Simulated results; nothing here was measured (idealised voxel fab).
The following is a process module called voxel wiring stack.
The cross-section shown here is cut; it is 280 nm wide and divided into square cells measuring 5 nm on a side.
Think of the cross-section as a grid of square cells. We describe it in bands, top to bottom, and each band covers one or more rows of those cells. Read a band's entry like this: the first values are the height of its top and the height of its bottom in nm, and what follows is the sequence of materials from left to right, each with its width in nm. Note that "air" is empty space, and that a single material marked "edge to edge" reaches across the band from edge to edge. Ref level 0: as-received wafer is one material below here. Bottom band extends down with no lower bound ("0 and below"). Top row gets the first number, bottom row gets the second, and each row in between changes by the same step: that is how a band width like "30->40" works. Take "nothing was modified" at face value: in the step it is given for, the cross-section changed in none of its cells. The label "Closed cavity list" introduces a list of the empty spaces, 8 cells or larger, that have no open way up to the top; each entry in it reads width x height at distance, where the distance is taken from the left edge and all three are stated in nm. Formally, on a step line, whatever follows the settings is a remark that the simulator itself makes on the step. overlay nm: mask offset rightward from planned place, masked step; negative means leftward offset.
-- Steps planned for the process
1 RECEIVE (material Si)
2 CONFORMAL_DEP (material SiO2; thk nm 10)
3 CONFORMAL_DEP (material SiCN; thk nm 5)
4 DIRECTIONAL_DEP (material lowk; thk nm 25)
5 DIRECTIONAL_DEP (material aC; thk nm 10)
6 PATTERN (tone open; mask id METAL_1; material resist; width nm 30; pitch nm 45; thk nm 30; overlay nm 0)
7 DIRECTIONAL_ETCH (etch materials aC; depth nm 10)
8 STRIP (etch materials resist)
9 DIRECTIONAL_ETCH (etch materials lowk; depth nm 25)
10 DIRECTIONAL_ETCH (etch materials SiCN; depth nm 5)
11 STRIP (etch materials aC)
12 CONFORMAL_DEP (material TiN; thk nm 5)
13 FILL_DEP (material W; thk nm 5)
14 CMP (height nm 40)
15 CONFORMAL_DEP (material SiCN; thk nm 5)
16 DIRECTIONAL_DEP (material SiO2; thk nm 25)
17 DIRECTIONAL_DEP (material aC; thk nm 15)
18 PATTERN (tone open; mask id METAL_2_HOLES; material resist; width nm 15; thk nm 30; overlay nm 0)
19 DIRECTIONAL_ETCH (etch materials aC; depth nm 15)
20 STRIP (etch materials resist)
21 DIRECTIONAL_ETCH (etch materials SiO2; depth nm 25)
22 STRIP (etch materials aC)
23 PATTERN (tone open; mask id METAL_2; material resist; width nm 30; pitch nm 45; thk nm 20; overlay nm 0)
24 DIRECTIONAL_ETCH (etch materials SiO2; depth nm 15)
25 DIRECTIONAL_ETCH (etch materials SiCN; depth nm 5)
26 STRIP (etch materials resist)
27 CONFORMAL_DEP (material TiN; thk nm 5)
28 FILL_DEP (material Cu; thk nm 10)
29 CMP (height nm 70)
30 CONFORMAL_DEP (material SiCN; thk nm 5)
31 DIRECTIONAL_DEP (material SiO2; thk nm 15)
32 MASKED_ETCH (tone open; mask id PLUG_2; width nm 15; pitch nm 45; etch materials SiO2; depth nm 15; overlay nm -15)
33 MASKED_ETCH (tone open; mask id PLUG_2; width nm 15; pitch nm 45; etch materials SiCN; depth nm 5; overlay nm 0)
34 EPI (material Ru; thk nm 10)
35 EPI (material Ru; thk nm 10)
36 DIRECTIONAL_DEP (material TiN; thk nm 5)
37 DIRECTIONAL_DEP (material W; thk nm 20)
38 PATTERN (tone cover; mask id METAL_3; material resist; width nm 30; pitch nm 45; thk nm 15; overlay nm 0)
39 DIRECTIONAL_ETCH (etch materials W; depth nm 20)
40 DIRECTIONAL_ETCH (etch materials TiN; depth nm 5)
41 STRIP (etch materials resist)
42 CONFORMAL_DEP (material SiCN; thk nm 5)
43 FILL_DEP (material SiO2; thk nm 5)
44 CMP (height nm 115)
45 CONFORMAL_DEP (material SiCN; thk nm 5)
46 DIRECTIONAL_DEP (material SiO2; thk nm 10)
47 DIRECTIONAL_DEP (material aC; thk nm 15)
48 PATTERN (tone open; mask id PLUG_3; material resist; width nm 15; thk nm 35; overlay nm 0)
49 DIRECTIONAL_ETCH (etch materials aC; depth nm 15)
50 STRIP (etch materials resist)
51 DIRECTIONAL_ETCH (etch materials SiO2; depth nm 10)
52 DIRECTIONAL_ETCH (etch materials SiCN; depth nm 5)
53 STRIP (etch materials aC)
54 CONFORMAL_DEP (material TiN; thk nm 5)
55 FILL_DEP (material Ru; thk nm 10)
56 CMP (height nm 130)
57 CONFORMAL_DEP (material SiN; thk nm 5)
58 DIRECTIONAL_DEP (material SiO2; thk nm 25)
59 DIRECTIONAL_DEP (material aC; thk nm 10)
60 PATTERN (tone open; mask id METAL_4; material resist; width nm 30; pitch nm 45; thk nm 25; overlay nm 0)
61 DIRECTIONAL_ETCH (etch materials aC; depth nm 10)
62 STRIP (etch materials resist)
63 DIRECTIONAL_ETCH (etch materials SiO2; depth nm 25)
64 DIRECTIONAL_ETCH (etch materials SiN; depth nm 5)
65 STRIP (etch materials aC)
66 CONFORMAL_DEP (material TiN; thk nm 5)
67 FILL_DEP (material Cu; thk nm 5)
68 CMP (height nm 160)
69 CONFORMAL_DEP (material SiN; thk nm 5)
Among the wafers covered here, the point of difference is the overlay nm at step 32; their starting state is shared, and the plan presents the value of the first wafer.
-- Here's the first of the wafers in cross-section, just as we got it, i.e. after step 1
* 0 and below  Si edge to edge
* Closed cavity list: none
-- Cross-section, first of several wafers, end of module, after last step 69
* 165 down to 160  SiN edge to edge
* 160 down to 135  SiO2: 100, TiN: 5, Cu: 20, TiN: 5, SiO2: 15, TiN: 5, Cu: 20, TiN: 5, SiO2: 105
* 135 down to 130  SiN: 100, TiN: 30, SiN: 15, TiN: 30, SiN: 105
* 130 down to 120  SiO2: 100, TiN: 5, Ru: 5, TiN: 5, SiO2: 165
* 120 down to 115  SiCN: 100, TiN: 15, SiCN: 165
* 115 down to 95  SiO2: 95, SiCN: 5, W: 30, SiCN: 5, SiO2: 5, SiCN: 5, W: 30, SiCN: 5, SiO2: 100
* 95 down to 90  SiCN: 90, SiO2: 5, SiCN: 5, TiN: 30, SiCN: 5, SiO2: 5, SiCN: 5, TiN: 30, SiCN: 105
* 90 down to 80  SiO2: 85, SiCN: 5, SiO2: 5, SiCN: 5, SiO2: 30, SiCN: 5, SiO2: 5, SiCN: 5, SiO2: 135
* 80 down to 75  SiO2: 85, SiCN: 15, SiO2: 30, SiCN: 15, SiO2: 135
* 75 down to 70  SiCN edge to edge
* 70 down to 60  SiO2: 100, TiN: 5, Cu: 20, TiN: 5, SiO2: 15, TiN: 5, Cu: 20, TiN: 5, SiO2: 105
* 60 down to 55  SiO2: 100, TiN: 5, Cu: 5, TiN: 20, SiO2: 15, TiN: 30, SiO2: 105
* 55 down to 45  SiO2: 100, TiN: 5, Cu: 5, TiN: 5, SiO2: 165
* 45 down to 40  SiCN: 100, TiN: 15, SiCN: 165
* 40 down to 15  lowk: 100, TiN: 5, W: 20, TiN: 5, lowk: 15, TiN: 5, W: 20, TiN: 5, lowk: 105
* 15 down to 10  SiCN: 100, TiN: 30, SiCN: 15, TiN: 30, SiCN: 105
* 10 down to 0  SiO2 edge to edge
* 0 and below  Si edge to edge
* Closed cavity list: none
-- Last wafer of the set, cross-sectioned at end of module
* 165 down to 160  SiN edge to edge
* 160 down to 135  SiO2: 100, TiN: 5, Cu: 20, TiN: 5, SiO2: 15, TiN: 5, Cu: 20, TiN: 5, SiO2: 105
* 135 down to 130  SiN: 100, TiN: 30, SiN: 15, TiN: 30, SiN: 105
* 130 down to 120  SiO2: 100, TiN: 5, Ru: 5, TiN: 5, SiO2: 165
* 120 down to 115  SiCN: 100, TiN: 15, SiCN: 165
* 115 down to 105  SiO2: 95, SiCN: 5, W: 15, SiCN: 5, SiO2: 20, SiCN: 5, W: 15, SiCN: 5, SiO2: 115
* 105 down to 95  SiO2: 95, SiCN: 5, W: 15->30, SiCN: 20->5, SiO2: 5, SiCN: 5, W: 15->30, SiCN: 20->5, SiO2: 100
* 95 down to 90  SiCN: 100, TiN: 15, W: 15, SiCN: 15, TiN: 15, W: 15, SiCN: 105
* 90 down to 80  SiO2: 115, W: 15, SiO2: 30, W: 15, SiO2: 105
* 80 down to 75  SiO2: 115, TiN: 15, SiO2: 30, TiN: 15, SiO2: 105
* 75 down to 70  SiCN edge to edge
* 70 down to 60  SiO2: 100, TiN: 5, Cu: 20, TiN: 5, SiO2: 15, TiN: 5, Cu: 20, TiN: 5, SiO2: 105
* 60 down to 55  SiO2: 100, TiN: 5, Cu: 5, TiN: 20, SiO2: 15, TiN: 30, SiO2: 105
* 55 down to 45  SiO2: 100, TiN: 5, Cu: 5, TiN: 5, SiO2: 165
* 45 down to 40  SiCN: 100, TiN: 15, SiCN: 165
* 40 down to 15  lowk: 100, TiN: 5, W: 20, TiN: 5, lowk: 15, TiN: 5, W: 20, TiN: 5, lowk: 105
* 15 down to 10  SiCN: 100, TiN: 30, SiCN: 15, TiN: 30, SiCN: 105
* 10 down to 0  SiO2 edge to edge
* 0 and below  Si edge to edge
* Closed cavity list: none
-- Quick key for the table: a row per wafer, taken at the end of the module. For each material it tells you how many cells the wafer gained (+) or lost (-) since it came in, and the closed voids come after
overlay nm -15 | +59 Cu | +2 Ru | +278 SiCN | +100 SiN | +992 SiO2 | +109 TiN | +88 W | +220 lowk | Closed cavity list: none
overlay nm -10 | +59 Cu | +22 Ru | +264 SiCN | +100 SiN | +986 SiO2 | +109 TiN | +88 W | +220 lowk | Closed cavity list: none
overlay nm -5 | +59 Cu | +24 Ru | +262 SiCN | +100 SiN | +986 SiO2 | +109 TiN | +88 W | +220 lowk | Closed cavity list: none
overlay nm 0 | +59 Cu | +26 Ru | +260 SiCN | +100 SiN | +986 SiO2 | +109 TiN | +88 W | +220 lowk | Closed cavity list: none
overlay nm 5 | +59 Cu | +24 Ru | +262 SiCN | +100 SiN | +986 SiO2 | +109 TiN | +88 W | +220 lowk | Closed cavity list: none
overlay nm 10 | +59 Cu | +22 Ru | +264 SiCN | +100 SiN | +986 SiO2 | +109 TiN | +88 W | +220 lowk | Closed cavity list: none
overlay nm 15 | +59 Cu | +2 Ru | +272 SiCN | +100 SiN | +998 SiO2 | +109 TiN | +88 W | +220 lowk | Closed cavity list: none
